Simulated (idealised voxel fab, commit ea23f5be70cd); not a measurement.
process module | voxel self aligned contacts
cross-section cut | 200 nm wide | cells 5 nm
A cross-section is a grid of square cells, given in bands from the top down. A band is one or more rows of cells.
Each band's line starts with the height of the band's top and of its bottom, in nm. Then come its materials from left to right, each with its width in nm. One material with "throughout" fills the band from edge to edge. "air" is empty space.
Height 0 is the level under which the wafer as received is all one material. The lowest band goes on downwards, as in "0 down".
A width such as "30 to 40" changes by the same amount from each row of cells to the next, from the band's top row to its bottom row.
"no change" after a step means that no cell of the cross-section changed.
closed voids: empty space of 8 cells or more with no open way to the top, each as width x height at its distance from the left edge, in nm
after a step's settings: what the simulator itself notes on the step
overlay nm, on a step with a mask: how far to the right of its planned place the mask lay; to the left if negative
plan
1 op RECEIVE | material Si
2 op OXIDIZE | depth nm 5
3 op DIRECTIONAL_DEP | material polySi | thk nm 25
4 op DIRECTIONAL_DEP | material SiN | thk nm 20
5 op MASKED_ETCH | tone cover | mask id GATE | width nm 25 | pitch nm 70 | etch materials SiN | depth nm 20 | overlay nm 0
6 op MASKED_ETCH | tone cover | mask id GATE | width nm 25 | pitch nm 70 | etch materials polySi | depth nm 25 | overlay nm 0
7 op CONFORMAL_DEP | material SiN | thk nm 10
8 op DIRECTIONAL_ETCH | etch materials SiN | depth nm 10
9 op FILL_DEP | material SiO2 | thk nm 15
10 op CMP | height nm 55
11 op DIRECTIONAL_DEP | material aC | thk nm 10
12 op PATTERN | tone open | mask id CONTACT | material resist | width nm 55 | pitch nm 70 | thk nm 25 | overlay nm 0
13 op DIRECTIONAL_ETCH | etch materials aC | depth nm 10
14 op STRIP | etch materials resist
15 op DIRECTIONAL_ETCH | etch materials SiO2 | depth nm 60
16 op STRIP | etch materials aC
17 op CONFORMAL_DEP | material TiN | thk nm 5
18 op FILL_DEP | material W | thk nm 5
19 op CMP | height nm 55
20 op CONFORMAL_DEP | material SiCN | thk nm 5
as received, after step 1
  0 down: Si throughout
  closed voids: none
first wafer at the end, as planned
  60 to 55: SiCN throughout
  55 to 45: SiO2 35 | TiN 5 to 20 | W 45 to 15 | TiN 5 to 20 | SiO2 15 | TiN 5 to 20 | W 45 to 15 | TiN 5 to 20 | SiO2 40
  45 to 25: SiO2 5 | SiN 45 | TiN 5 | W 15 | TiN 5 | SiN 45 | TiN 5 | W 15 | TiN 5 | SiN 45 | SiO2 10
  25 to 0: SiO2 5 | SiN 10 | polySi 25 | SiN 10 | TiN 5 | W 15 | TiN 5 | SiN 10 | polySi 25 | SiN 10 | TiN 5 | W 15 | TiN 5 | SiN 10 | polySi 25 | SiN 10 | SiO2 10
  0 to -5: SiO2 50 | TiN 25 | SiO2 45 | TiN 25 | SiO2 55
  -5 down: Si throughout
  closed voids: none
second wafer at the end: like start, like plan, one mistake
  60 to 55: SiCN throughout
  55 to 45: SiO2 35 | TiN 5 to 20 | W 45 to 15 | TiN 5 to 20 | SiO2 15 | TiN 5 to 20 | W 45 to 15 | TiN 5 to 20 | SiO2 40
  45 to 25: SiO2 5 | SiN 45 | TiN 5 | W 15 | TiN 5 | SiN 45 | TiN 5 | W 15 | TiN 5 | SiN 45 | SiO2 10
  25 to 0: SiO2 50 | TiN 5 | W 15 | TiN 5 | SiO2 45 | TiN 5 | W 15 | TiN 5 | SiO2 55
  0 to -5: SiO2 50 | TiN 25 | SiO2 45 | TiN 25 | SiO2 55
  -5 down: Si throughout
  closed voids: none
what went wrong: step 3 ran as: op DIRECTIONAL_DEP | material SiO2 | thk nm 25
at the end the second wafer has, in cells: 60 fewer of SiN | 135 more of SiO2 | 75 fewer of polySi
